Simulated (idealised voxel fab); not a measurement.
process module | voxel capacitor over wiring
cross-section cut | 290 nm wide | cells 5 nm
A cross-section is a grid of square cells, given in bands from the top down. A band is one or more rows of cells.
Each band's line starts with the height of the band's top and of its bottom, in nm. Then come its materials from left to right, each with its width in nm. One material with "throughout" fills the band from edge to edge. "air" is empty space.
Height 0 is the level under which the wafer as received is all one material. The lowest band goes on downwards, as in "0 down".
A width such as "30 to 40" changes by the same amount from each row of cells to the next, from the band's top row to its bottom row.
"no change" after a step means that no cell of the cross-section changed.
closed voids: empty space of 8 cells or more with no open way to the top, each as width x height at its distance from the left edge, in nm
after a step's settings: what the simulator itself notes on the step
overlay nm, on a step with a mask: how far to the right of its planned place the mask lay; to the left if negative
plan
1 op RECEIVE | material Si
2 op CONFORMAL_DEP | material SiO2 | thk nm 15
3 op DIRECTIONAL_DEP | material TiN | thk nm 5
4 op DIRECTIONAL_DEP | material Ru | thk nm 20
5 op DIRECTIONAL_DEP | material aC | thk nm 15
6 op PATTERN | tone cover | mask id METAL_1 | material resist | width nm 30 | pitch nm 95 | thk nm 35 | overlay nm 0
7 op DIRECTIONAL_ETCH | etch materials aC | depth nm 15
8 op STRIP | etch materials resist
9 op DIRECTIONAL_ETCH | etch materials Ru | depth nm 20
10 op DIRECTIONAL_ETCH | etch materials TiN | depth nm 5
11 op STRIP | etch materials aC
12 op FILL_DEP | material lowk | thk nm 5
13 op CMP | height nm 40
14 op CONFORMAL_DEP | material SiCN | thk nm 5
15 op DIRECTIONAL_DEP | material SiO2 | thk nm 15
16 op DIRECTIONAL_DEP | material aC | thk nm 10
17 op PATTERN | tone open | mask id PLUG_1 | material resist | width nm 15 | thk nm 25 | overlay nm 0
18 op DIRECTIONAL_ETCH | etch materials aC | depth nm 10
19 op STRIP | etch materials resist
20 op DIRECTIONAL_ETCH | etch materials SiO2 | depth nm 15
21 op DIRECTIONAL_ETCH | etch materials SiCN | depth nm 5
22 op STRIP | etch materials aC
23 op CONFORMAL_DEP | material TiN | thk nm 5
24 op FILL_DEP | material Cu | thk nm 10
25 op CMP | height nm 60
26 op DIRECTIONAL_DEP | material TiN | thk nm 10
27 op DIRECTIONAL_DEP | material Al2O3 | thk nm 5
28 op DIRECTIONAL_DEP | material TiN | thk nm 10
29 op PATTERN | tone cover | mask id UPPER_PLATE | material resist | width nm 70 | thk nm 15 | overlay nm 0
30 op DIRECTIONAL_ETCH | etch materials TiN | depth nm 10
31 op DIRECTIONAL_ETCH | etch materials Al2O3 | depth nm 5
32 op STRIP | etch materials resist
33 op MASKED_ETCH | tone cover | mask id LOWER_PLATE | width nm 80 | etch materials TiN | depth nm 10 | overlay nm 0
34 op FILL_DEP | material SiO2 | thk nm 20
35 op CMP | height nm 100
36 op MASKED_ETCH | tone open | mask id PLUG_2 | width nm 15 | etch materials SiO2 | depth nm 15 | overlay nm 0
37 op CONFORMAL_DEP | material TiN | thk nm 5
38 op FILL_DEP | material W | thk nm 10
39 op CMP | height nm 100
40 op CONFORMAL_DEP | material SiN | thk nm 5
as received, after step 1
  0 down: Si throughout
  closed voids: none
a wafer at the end: this start, this plan, one mistake
  105 to 100: SiN throughout
  100 to 90: SiO2 105 | TiN 5 | W 5 | TiN 5 | SiO2 170
  90 to 85: SiO2 105 | TiN 15 | SiO2 170
  85 to 75: SiO2 95 | TiN 70 | SiO2 125
  75 to 70: SiO2 95 | Al2O3 70 | SiO2 125
  70 to 60: SiO2 90 | TiN 80 | SiO2 120
  60 to 45: SiO2 95 | TiN 5 | Cu 5 | TiN 5 | SiO2 180
  45 to 40: SiCN 95 | TiN 15 | SiCN 180
  40 to 35: lowk 80 | Ru 30 | lowk 65 | Ru 30 | lowk 85
  35 to 30: lowk 80 | TiN 30 | lowk 65 | TiN 30 | lowk 85
  30 to 0: SiO2 throughout
  0 down: Si throughout
  closed voids: none
what went wrong: step 2 was run twice
